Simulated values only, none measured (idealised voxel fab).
Name of the process module below: voxel spacer lines
We display cut, a cross-section 180 nm in width whose square cells are each 5 nm.
Format of a cross-section: grid, square cells. Given as bands. Order: top down. Band: one or more rows of cells. Heights first: top, then bottom, in nm. Then materials, left to right, each with a width in nm. "full width" on a single material: fills the band edge to edge. "air": empty space. The reference from which all heights are counted is 0, the level beneath which the as-received wafer is entirely one material; the lowest band, having no lower bound, proceeds downward and is written after the example "0 down". Read "30->40" as a graded width: first number on top, second number at the bottom, same change between each pair of neighbouring rows. "no modification" -> step changed no cross-section cell. "Sealed void list": sealed empty spaces, 8 cells or more, no open way to top, listed width x height at distance, with distance from the left edge and width, height and distance in nm. Post-settings text on a step line: simulator's own remark regarding the step. The optional step-line setting "overlay nm" applies to steps with a mask and quantifies how far to the right of its planned location the mask lay, a negative value indicating leftward placement.
List of planned process steps:
- 1: RECEIVE: material Si
- 2: CONFORMAL_DEP: material Al2O3, thk nm 5
- 3: DIRECTIONAL_DEP: material polySi, thk nm 15
- 4: DIRECTIONAL_DEP: material aC, thk nm 20
- 5: PATTERN: tone cover, mask id MANDREL, material resist, width nm 20, pitch nm 60, thk nm 25, overlay nm 0
- 6: DIRECTIONAL_ETCH: etch materials aC, depth nm 20
- 7: STRIP: etch materials resist
- 8: CONFORMAL_DEP: material SiO2, thk nm 10
- 9: DIRECTIONAL_ETCH: etch materials SiO2, depth nm 10
- 10: STRIP: etch materials aC
- 11: DIRECTIONAL_ETCH: etch materials polySi, depth nm 15
- 12: STRIP: etch materials SiO2
First wafer of two (run as planned):
The cross-section here shows the wafer as received, i.e. in its state after step 1:
* 0 down = Si full width
* Sealed void list: none
Presented here is a cross-section of the wafer after step 2 has been performed:
* 5 to 0 = Al2O3 full width
* Below 0, the layers are the same as they were.
Presented here is a cross-section of the wafer after step 3 has been performed:
* 20 to 5 = polySi full width
* Below 5, the layers are the same as they were.
Presented here is a cross-section of the wafer after step 4 has been performed:
* 40 to 20 = aC full width
* Below 20, the layers are the same as they were.
Presented here is a cross-section of the wafer after step 5 has been performed:
* 65 to 40 = 50 of air; 20 of resist; 40 of air; 20 of resist; 50 of air
* Below 40, the layers are the same as they were.
Presented here is a cross-section of the wafer after step 6 has been performed:
* 45 to 40 = 50 of air; 20 of resist; 40 of air; 20 of resist; 50 of air
* 40 to 20 = 50 of air; 20 of aC; 40 of air; 20 of aC; 50 of air
* Below 20, the layers are the same as they were.
Presented here is a cross-section of the wafer after step 7 has been performed:
* 40 to 20 = 50 of air; 20 of aC; 40 of air; 20 of aC; 50 of air
* Below 20, the layers are the same as they were.
Presented here is a cross-section of the wafer after step 8 has been performed:
* 50 to 40 = 40 of air; 40 of SiO2; 20 of air; 40 of SiO2; 40 of air
* 40 to 30 = 40 of air; 10 of SiO2; 20 of aC; 10 of SiO2; 20 of air; 10 of SiO2; 20 of aC; 10 of SiO2; 40 of air
* 30 to 20 = 50 of SiO2; 20 of aC; 40 of SiO2; 20 of aC; 50 of SiO2
* Below 20, the layers are the same as they were.
Presented here is a cross-section of the wafer after step 9 has been performed:
* 40 to 20 = 40 of air; 10 of SiO2; 20 of aC; 10 of SiO2; 20 of air; 10 of SiO2; 20 of aC; 10 of SiO2; 40 of air
* Below 20, the layers are the same as they were.
Presented here is a cross-section of the wafer after step 10 has been performed:
* 40 to 20 = 40 of air; 10 of SiO2; 20 of air; 10 of SiO2; 20 of air; 10 of SiO2; 20 of air; 10 of SiO2; 40 of air
* Below 20, the layers are the same as they were.
Presented here is a cross-section of the wafer after step 11 has been performed:
* 40 to 20 = 40 of air; 10 of SiO2; 20 of air; 10 of SiO2; 20 of air; 10 of SiO2; 20 of air; 10 of SiO2; 40 of air
* 20 to 5 = 40 of air; 10 of polySi; 20 of air; 10 of polySi; 20 of air; 10 of polySi; 20 of air; 10 of polySi; 40 of air
* Below 5, the layers are the same as they were.
Presented here is a cross-section of the wafer after step 12 has been performed:
* 20 to 5 = 40 of air; 10 of polySi; 20 of air; 10 of polySi; 20 of air; 10 of polySi; 20 of air; 10 of polySi; 40 of air
* Below 5, the layers are the same as they were.
Second Wafer (Identical Start and Plan, One Processing Error; Matches First Wafer Through Step 2):
Here is the second wafer in cross-section at the point where step 3 of the plan should have been done:
* 25 to 5 = polySi full width
* Below 5, the layers are the same as they were.
Here is the second wafer in cross-section at the point where step 4 of the plan should have been done:
* 45 to 25 = aC full width
* Below 25, the layers are the same as they were.
Here is the second wafer in cross-section at the point where step 5 of the plan should have been done:
* 70 to 45 = 50 of air; 20 of resist; 40 of air; 20 of resist; 50 of air
* Below 45, the layers are the same as they were.
Here is the second wafer in cross-section at the point where step 6 of the plan should have been done:
* 50 to 45 = 50 of air; 20 of resist; 40 of air; 20 of resist; 50 of air
* 45 to 25 = 50 of air; 20 of aC; 40 of air; 20 of aC; 50 of air
* Below 25, the layers are the same as they were.
Here is the second wafer in cross-section at the point where step 7 of the plan should have been done:
* 45 to 25 = 50 of air; 20 of aC; 40 of air; 20 of aC; 50 of air
* Below 25, the layers are the same as they were.
Here is the second wafer in cross-section at the point where step 8 of the plan should have been done:
* 55 to 45 = 40 of air; 40 of SiO2; 20 of air; 40 of SiO2; 40 of air
* 45 to 35 = 40 of air; 10 of SiO2; 20 of aC; 10 of SiO2; 20 of air; 10 of SiO2; 20 of aC; 10 of SiO2; 40 of air
* 35 to 25 = 50 of SiO2; 20 of aC; 40 of SiO2; 20 of aC; 50 of SiO2
* Below 25, the layers are the same as they were.
Here is the second wafer in cross-section at the point where step 9 of the plan should have been done:
* 45 to 25 = 40 of air; 10 of SiO2; 20 of aC; 10 of SiO2; 20 of air; 10 of SiO2; 20 of aC; 10 of SiO2; 40 of air
* Below 25, the layers are the same as they were.
Here is the second wafer in cross-section at the point where step 10 of the plan should have been done:
* 45 to 25 = 40 of air; 10 of SiO2; 20 of air; 10 of SiO2; 20 of air; 10 of SiO2; 20 of air; 10 of SiO2; 40 of air
* Below 25, the layers are the same as they were.
Here is the second wafer in cross-section at the point where step 11 of the plan should have been done:
* 45 to 25 = 40 of air; 10 of SiO2; 20 of air; 10 of SiO2; 20 of air; 10 of SiO2; 20 of air; 10 of SiO2; 40 of air
* 25 to 10 = 40 of air; 10 of polySi; 20 of air; 10 of polySi; 20 of air; 10 of polySi; 20 of air; 10 of polySi; 40 of air
* Below 10, the layers are the same as they were.
Here is the second wafer in cross-section at the point where step 12 of the plan should have been done:
* 25 to 10 = 40 of air; 10 of polySi; 20 of air; 10 of polySi; 20 of air; 10 of polySi; 20 of air; 10 of polySi; 40 of air
* Below 10, the layers are the same as they were.
Deviation noted in wafer processing: it should be noted that step 3 was executed with settings other than those planned, the operation and settings actually applied being DIRECTIONAL_DEP: material polySi, thk nm 20
Final cells, second wafer relative to first, materials higher or lower: +36 polySi
